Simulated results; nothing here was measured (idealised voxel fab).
process module | voxel double patterning
cross-section cut | 205 nm wide | cells 5 nm
A cross-section is a grid of square cells, given in bands from the top down. A band is one or more rows of cells.
Each band's line starts with the height of the band's top and of its bottom, in nm. Then come its materials from left to right, each with its width in nm. One material with "throughout" fills the band from edge to edge. "air" is empty space.
Height 0 is the level under which the wafer as received is all one material. The lowest band goes on downwards, as in "0 down".
A width such as "30 to 40" changes by the same amount from each row of cells to the next, from the band's top row to its bottom row.
"no change" after a step means that no cell of the cross-section changed.
closed voids: empty space of 8 cells or more with no open way to the top, each as width x height at its distance from the left edge, in nm
after a step's settings: what the simulator itself notes on the step
overlay nm, on a step with a mask: how far to the right of its planned place the mask lay; to the left if negative
plan
1 op RECEIVE | material Si
2 op CONFORMAL_DEP | material SiO2 | thk nm 10
3 op DIRECTIONAL_DEP | material TiN | thk nm 15
4 op DIRECTIONAL_DEP | material SiCN | thk nm 10
5 op MASKED_ETCH | tone open | mask id FIRST | width nm 15 | pitch nm 50 | etch materials SiCN | depth nm 10 | overlay nm 0
6 op MASKED_ETCH | tone open | mask id SECOND | width nm 15 | etch materials SiCN | depth nm 10 | overlay nm 0
7 op DIRECTIONAL_ETCH | etch materials TiN | depth nm 15
8 op STRIP | etch materials SiCN
as received, after step 1
  0 down: Si throughout
  closed voids: none
a wafer at the end: this start, this plan, one mistake
  25 to 10: TiN 70 | air 15 | TiN 10 | air 20 | TiN 5 | air 15 | TiN 70
  10 to 0: SiO2 throughout
  0 down: Si throughout
  closed voids: none
what went wrong: step 6 ran as: op MASKED_ETCH | tone open | mask id SECOND | width nm 20 | etch materials SiCN | depth nm 10 | overlay nm 0
